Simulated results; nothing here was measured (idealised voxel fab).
Documented hereafter: the process module known as voxel released beams.
This is section cut - it's 290 nm across, gridded in 5 nm square cells.
If you're reading a cross-section in this doc, picture square cells in a grid; it comes to you as bands, top ones listed first down to the bottom, and a band can be one or more rows of cells.
For a band, the entry starts with two heights in nm, that of the top and then that of the bottom, and carries on with the band's materials in order from left to right, each alongside its width in nm; the word "full width" beside a single material means it fills the band edge to edge, and "air" means empty space.
Heights are expressed relative to 0, this being the level below which the as-received wafer comprises one material exclusively. The lowest band is unbounded in the downward direction and is denoted as in "0 down".
With a width like "30..40", each row of cells in the band differs from the next by the same amount, the top row carrying the first number and the bottom row the second.
Any step labelled "nothing altered" changed none of the cells in the cross-section.
Heads up: "Closed internal voids" only lists the empty pockets with no open path to the top that are 8 cells or more, and it writes them as width x height at distance, distance from the left edge, in nm.
What comes after the settings on a step's line is commentary from the simulator itself on that step.
overlay nm: mask right of planned place by this much (step with mask). Neg. = left.

-- This section lists the process steps that were planned
1) RECEIVE [material Si]
2) CONFORMAL_DEP [material Al2O3] [thk nm 5]
3) DIRECTIONAL_DEP [material SiO2] [thk nm 10]
4) PATTERN [tone open] [mask id ANCHOR] [material resist] [width nm 35] [thk nm 20] [overlay nm 0]
5) DIRECTIONAL_ETCH [etch materials SiO2] [depth nm 10]
6) STRIP [etch materials resist]
7) CONFORMAL_DEP [material SiN] [thk nm 10]
8) PATTERN [tone cover] [mask id BEAM] [material resist] [width nm 90] [thk nm 20] [overlay nm 0]
9) DIRECTIONAL_ETCH [etch materials SiN] [depth nm 10]
10) STRIP [etch materials resist]
11) STRIP [etch materials SiO2]

-- The first wafer of two, processed as planned

-- The cross-section here shows the wafer as received, i.e. in its state after step 1
- 0 down = Si full width
- Closed internal voids: none

-- You're looking at a cross-section of the wafer after step 2
- 5 to 0 = Al2O3 full width
- Everything under 0 stays put, no change at all.

-- You're looking at a cross-section of the wafer after step 3
- 15 to 5 = SiO2 full width
- Everything under 5 stays put, no change at all.

-- You're looking at a cross-section of the wafer after step 4
- 35 to 15 = resist 100, air 35, resist 155
- Everything under 15 stays put, no change at all.

-- You're looking at a cross-section of the wafer after step 5
- 35 to 15 = resist 100, air 35, resist 155
- 15 to 5 = SiO2 100, air 35, SiO2 155
- Everything under 5 stays put, no change at all.

-- You're looking at a cross-section of the wafer after step 6
- 15 to 5 = SiO2 100, air 35, SiO2 155
- Everything under 5 stays put, no change at all.

-- You're looking at a cross-section of the wafer after step 7
- 25 to 15 = SiN 110, air 15, SiN 165
- 15 to 5 = SiO2 100, SiN 35, SiO2 155
- Everything under 5 stays put, no change at all.

-- You're looking at a cross-section of the wafer after step 8
- 45 to 25 = air 95, resist 90, air 105
- 25 to 15 = SiN 110, resist 15, SiN 165
- Everything under 15 stays put, no change at all.

-- You're looking at a cross-section of the wafer after step 9
- 45 to 25 = air 95, resist 90, air 105
- 25 to 15 = air 95, SiN 15, resist 15, SiN 60, air 105
- Everything under 15 stays put, no change at all.

-- You're looking at a cross-section of the wafer after step 10
- 25 to 15 = air 95, SiN 15, air 15, SiN 60, air 105
- Everything under 15 stays put, no change at all.

-- You're looking at a cross-section of the wafer after step 11
- 25 to 15 = air 95, SiN 15, air 15, SiN 60, air 105
- 15 to 5 = air 100, SiN 35, air 155
- Everything under 5 stays put, no change at all.

-- Wafer two. Identical start, identical plan. One mistake in execution. Identical history through step 1

-- What the second wafer looks like in cross-section when step 2 should have wrapped up
- 10 to 0 = SiO2 full width
- Everything under 0 stays put, no change at all.

-- What the second wafer looks like in cross-section when step 3 should have wrapped up
- 15 to 10 = Al2O3 full width
- Everything under 10 stays put, no change at all.

-- What the second wafer looks like in cross-section when step 4 should have wrapped up
- 35 to 15 = resist 100, air 35, resist 155
- Everything under 15 stays put, no change at all.

What the second wafer looks like in cross-section when step 5 should have wrapped up: nothing altered

-- What the second wafer looks like in cross-section when step 6 should have wrapped up
- 15 to 10 = Al2O3 full width
- Everything under 10 stays put, no change at all.

-- What the second wafer looks like in cross-section when step 7 should have wrapped up
- 25 to 15 = SiN full width
- Everything under 15 stays put, no change at all.

-- What the second wafer looks like in cross-section when step 8 should have wrapped up
- 45 to 25 = air 95, resist 90, air 105
- Everything under 25 stays put, no change at all.

-- What the second wafer looks like in cross-section when step 9 should have wrapped up
- 45 to 25 = air 95, resist 90, air 105
- 25 to 15 = air 95, SiN 90, air 105
- Everything under 15 stays put, no change at all.

-- What the second wafer looks like in cross-section when step 10 should have wrapped up
- 25 to 15 = air 95, SiN 90, air 105
- Everything under 15 stays put, no change at all.

What the second wafer looks like in cross-section when step 11 should have wrapped up: nothing altered
In executing the process, a mistake was made relative to the plan: it was found that steps 2 and 3 of the process plan had been performed in exchanged positions
In the final state, the cell counts of the second wafer exceed or fall short of those of the first for the following materials: SiN: 8 fewer | SiO2: 116 more
